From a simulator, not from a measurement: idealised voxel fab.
Module name: voxel self aligned vias (process module)
Cross-section cut spans 155 nm and uses square cells 5 nm in size.
In what follows, cross-sections appear as grids of square cells, described through bands that run from the top down, where every band is one or more rows of cells. Top height, bottom height, nm. Materials left to right, width each, nm. Single material + "edge to edge" = fills band edge to edge. "empty" = empty. Zero point of the height axis is 0; under it, received wafer = one material. Lowest band: continues down indefinitely, "0 nm and below". Think of "30..40" as a width that walks from the first number to the second as you go down the band, top row to bottom row, taking equal-sized steps from row to row. Key: "stayed the same" - step with no changed cell in the cross-section. Empty spaces counting at least 8 cells and having no open way to the top are listed in "Enclosed cavities". The notation width x height at distance is used for each, the distance being from the left edge and all three values in nm. Anything after a step's settings on that line? It's the simulator's own note about the step. Steps that use a mask can have "overlay nm" on their line. It says how far the mask sat to the right of where it was meant to be. Negative means to the left.
Process steps foreseen in the plan
1: op RECEIVE | material Si
2: op CONFORMAL_DEP | material SiO2 | thk nm 15
3: op CONFORMAL_DEP | material SiCN | thk nm 5
4: op DIRECTIONAL_DEP | material SiO2 | thk nm 20
5: op DIRECTIONAL_DEP | material aC | thk nm 15
6: op PATTERN | tone open | mask id LINES | material resist | width nm 20 | pitch nm 70 | thk nm 30 | overlay nm 0
7: op DIRECTIONAL_ETCH | etch materials aC | depth nm 15
8: op STRIP | etch materials resist
9: op DIRECTIONAL_ETCH | etch materials SiO2 | depth nm 20
10: op STRIP | etch materials aC
11: op CONFORMAL_DEP | material TiN | thk nm 5
12: op FILL_DEP | material W | thk nm 10
13: op CMP | height nm 40
14: op SELECTIVE_ETCH | etch materials W Ru TiN | depth nm 5
15: op FILL_DEP | material SiN | thk nm 10
16: op CMP | height nm 40
17: op DIRECTIONAL_DEP | material SiO2 | thk nm 20
18: op DIRECTIONAL_DEP | material aC | thk nm 10
19: op PATTERN | tone open | mask id VIAS | material resist | width nm 40 | thk nm 30 | overlay nm 0
20: op DIRECTIONAL_ETCH | etch materials aC | depth nm 10
21: op STRIP | etch materials resist
22: op DIRECTIONAL_ETCH | etch materials SiO2 | depth nm 10
23: op DIRECTIONAL_ETCH | etch materials SiN | depth nm 5
24: op STRIP | etch materials aC
25: op CONFORMAL_DEP | material TiN | thk nm 5
26: op FILL_DEP | material Cu | thk nm 5
27: op CMP | height nm 60
28: op CONFORMAL_DEP | material SiN | thk nm 5
Every wafer here starts from the same state; it is the step 22 depth nm that distinguishes them, and the value the plan gives belongs to the first wafer.
Cross-section of the first of several wafers on receipt, reflecting completion of step 1
* 0 nm and below: Si edge to edge
* Enclosed cavities: none
Cross-section of the first of several wafers, taken after step 28, where the module ends
* 65 nm to 60 nm: SiN edge to edge
* 60 nm to 55 nm: SiO2 20, TiN 5, Cu 30, TiN 5, SiO2 95
* 55 nm to 50 nm: SiO2 20, TiN 40, SiO2 95
* 50 nm to 40 nm: SiO2 edge to edge
* 40 nm to 35 nm: SiO2 30, SiN 20, SiO2 50, SiN 20, SiO2 35
* 35 nm to 25 nm: SiO2 30, TiN 5, W 10, TiN 5, SiO2 50, TiN 5, W 10, TiN 5, SiO2 35
* 25 nm to 20 nm: SiO2 30, TiN 20, SiO2 50, TiN 20, SiO2 35
* 20 nm to 15 nm: SiCN edge to edge
* 15 nm to 0 nm: SiO2 edge to edge
* 0 nm and below: Si edge to edge
* Enclosed cavities: none
Of the several wafers, the last: cross-section at the end of the module
* 65 nm to 60 nm: SiN edge to edge
* 60 nm to 40 nm: SiO2 20, TiN 5, Cu 30, TiN 5, SiO2 95
* 40 nm to 35 nm: SiO2 20, TiN 40, SiO2 40, SiN 20, SiO2 35
* 35 nm to 25 nm: SiO2 20, TiN 15, W 10, TiN 15, SiO2 40, TiN 5, W 10, TiN 5, SiO2 35
* 25 nm to 20 nm: SiO2 30, TiN 20, SiO2 50, TiN 20, SiO2 35
* 20 nm to 15 nm: SiCN edge to edge
* 15 nm to 0 nm: SiO2 edge to edge
* 0 nm and below: Si edge to edge
* Enclosed cavities: none
So in this table every wafer gets its own row, and what you see is where it stands at the end of the module: for each material, how many cells it picked up (+) or gave up (-) since we received it, and after that its closed voids
depth nm 10 | +6 Cu | +31 SiCN | +39 SiN | +293 SiO2 | +26 TiN | +8 W | Enclosed cavities: none
depth nm 15 | +12 Cu | +31 SiCN | +39 SiN | +285 SiO2 | +28 TiN | +8 W | Enclosed cavities: none
depth nm 20 | +20 Cu | +31 SiCN | +35 SiN | +277 SiO2 | +32 TiN | +8 W | Enclosed cavities: none
depth nm 25 | +24 Cu | +31 SiCN | +35 SiN | +273 SiO2 | +32 TiN | +8 W | Enclosed cavities: none
depth nm 30 | +24 Cu | +31 SiCN | +35 SiN | +269 SiO2 | +36 TiN | +8 W | Enclosed cavities: none
depth nm 35 | +24 Cu | +31 SiCN | +35 SiN | +265 SiO2 | +40 TiN | +8 W | Enclosed cavities: none
